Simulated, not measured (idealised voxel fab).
voxel wiring stack: a process module
It is cross-section cut that appears here, measuring 245 nm in width, its square cells being 5 nm in size.
Cross-section format: a grid of square cells, given as bands from top to bottom; each band is one or more rows of cells. Top height, bottom height, nm. Materials left to right, width each, nm. Single material + "throughout" = fills band edge to edge. "air" = empty. Basically, 0 is our baseline, since under it the wafer straight out of the box is all one material. The bottom band has no lower end and keeps on going down, so it looks like "top 0, no bottom". The expression "30..40" gives the width at the extremes of the band, the first number at its top row of cells and the second at its bottom row, with the width changing by equal amounts from each row to the next in between. Any step labelled "no alterations made" changed none of the cells in the cross-section. You'll see "Enclosed empty spaces" listing empty spaces that have no way open to the top, as long as they're 8 cells or more; the notation is width x height at distance, where the distance is from the left edge, and all of it is in nm. Read whatever lies past the settings on a step's line as the simulator's own remark about the step. You can add "overlay nm" to a step's line. For a step with a mask, it describes how far the mask lay to the right of its planned position, and a negative number describes a lay to the left.
List of planned process steps
- 1: RECEIVE (material Si)
- 2: CONFORMAL_DEP (material SiO2; thk nm 10)
- 3: CONFORMAL_DEP (material SiN; thk nm 5)
- 4: DIRECTIONAL_DEP (material SiO2; thk nm 20)
- 5: DIRECTIONAL_DEP (material aC; thk nm 10)
- 6: PATTERN (tone open; mask id METAL_1; material resist; width nm 30; pitch nm 55; thk nm 25; overlay nm 0)
- 7: DIRECTIONAL_ETCH (etch materials aC; depth nm 10)
- 8: STRIP (etch materials resist)
- 9: DIRECTIONAL_ETCH (etch materials SiO2; depth nm 20)
- 10: DIRECTIONAL_ETCH (etch materials SiN; depth nm 5)
- 11: STRIP (etch materials aC)
- 12: CONFORMAL_DEP (material TiN; thk nm 5)
- 13: FILL_DEP (material Ru; thk nm 5)
- 14: CMP (height nm 35)
- 15: CONFORMAL_DEP (material SiCN; thk nm 5)
- 16: DIRECTIONAL_DEP (material SiO2; thk nm 10)
- 17: PATTERN (tone open; mask id PLUG_1; material resist; width nm 15; pitch nm 55; thk nm 15; overlay nm 0)
- 18: DIRECTIONAL_ETCH (etch materials SiO2; depth nm 10)
- 19: DIRECTIONAL_ETCH (etch materials SiCN; depth nm 5)
- 20: STRIP (etch materials resist)
- 21: EPI (material Ru; thk nm 10)
- 22: EPI (material Ru; thk nm 5)
- 23: DIRECTIONAL_DEP (material TiN; thk nm 5)
- 24: DIRECTIONAL_DEP (material W; thk nm 25)
- 25: MASKED_ETCH (tone cover; mask id METAL_2; width nm 30; pitch nm 55; etch materials W; depth nm 25; overlay nm 0)
- 26: MASKED_ETCH (tone cover; mask id METAL_2; width nm 30; pitch nm 55; etch materials TiN; depth nm 5; overlay nm 0)
- 27: CONFORMAL_DEP (material SiN; thk nm 5)
- 28: FILL_DEP (material lowk; thk nm 5)
- 29: CMP (height nm 80)
- 30: CONFORMAL_DEP (material SiCN; thk nm 5)
- 31: DIRECTIONAL_DEP (material SiO2; thk nm 10)
- 32: MASKED_ETCH (tone open; mask id PLUG_2; width nm 15; pitch nm 55; etch materials SiO2; depth nm 10; overlay nm 0)
- 33: MASKED_ETCH (tone open; mask id PLUG_2; width nm 15; pitch nm 55; etch materials SiCN; depth nm 5; overlay nm 0)
- 34: EPI (material Ru; thk nm 10)
- 35: EPI (material Ru; thk nm 5)
- 36: CONFORMAL_DEP (material SiCN; thk nm 5)
- 37: DIRECTIONAL_DEP (material lowk; thk nm 25)
- 38: MASKED_ETCH (tone open; mask id METAL_3; width nm 30; pitch nm 55; etch materials lowk; depth nm 25; overlay nm 0)
- 39: MASKED_ETCH (tone open; mask id METAL_3; width nm 30; pitch nm 55; etch materials SiCN; depth nm 5; overlay nm 0)
- 40: CONFORMAL_DEP (material TiN; thk nm 5)
- 41: FILL_DEP (material W; thk nm 10)
- 42: CMP (height nm 125)
- 43: CONFORMAL_DEP (material SiCN; thk nm 5)
As-received state of the wafer in cross-section, equivalent to post-step 1
    top 0, no bottom | Si throughout
    Enclosed empty spaces: none
Starting structure and process plan are as shown above, but one mistake was made in running the module; the wafer cross-section at the end of the module follows
    top 130, bottom 125 | SiCN throughout
    top 125, bottom 110 | 80 of lowk / 5 of TiN / 20 of W / 5 of TiN / 25 of lowk / 5 of TiN / 20 of W / 5 of TiN / 80 of lowk
    top 110, bottom 105 | 65 of lowk / 15 of SiCN / 30 of TiN / 10 of lowk / 15 of SiCN / 30 of TiN / 80 of lowk
    top 105, bottom 100 | 65 of lowk / 5 of SiCN / 35 of Ru / 5 of SiCN / 10 of lowk / 5 of SiCN / 35 of Ru / 5 of SiCN / 80 of lowk
    top 100, bottom 95 | 70 of SiCN / 35 of Ru / 20 of SiCN / 35 of Ru / 85 of SiCN
    top 95, bottom 85 | 80 of SiO2 / 15 of Ru / 40 of SiO2 / 15 of Ru / 95 of SiO2
    top 85, bottom 80 | 80 of SiCN / 15 of Ru / 40 of SiCN / 15 of Ru / 95 of SiCN
    top 80, bottom 55 | 75 of lowk / 5 of SiN / 30 of W / 5 of SiN / 15 of lowk / 5 of SiN / 30 of W / 5 of SiN / 75 of lowk
    top 55, bottom 50 | 80 of SiN / 30 of TiN / 25 of SiN / 30 of TiN / 80 of SiN
    top 50, bottom 40 | 80 of SiO2 / 15 of Ru / 40 of SiO2 / 15 of Ru / 95 of SiO2
    top 40, bottom 35 | 80 of SiCN / 15 of Ru / 40 of SiCN / 15 of Ru / 95 of SiCN
    top 35, bottom 15 | 80 of SiO2 / 5 of TiN / 20 of Ru / 5 of TiN / 25 of SiO2 / 5 of TiN / 20 of Ru / 5 of TiN / 80 of SiO2
    top 15, bottom 10 | 80 of SiN / 30 of TiN / 25 of SiN / 30 of TiN / 80 of SiN
    top 10, bottom 0 | SiO2 throughout
    top 0, no bottom | Si throughout
    Enclosed empty spaces: none
So what did we get wrong on this run? plan step 34 was twice executed
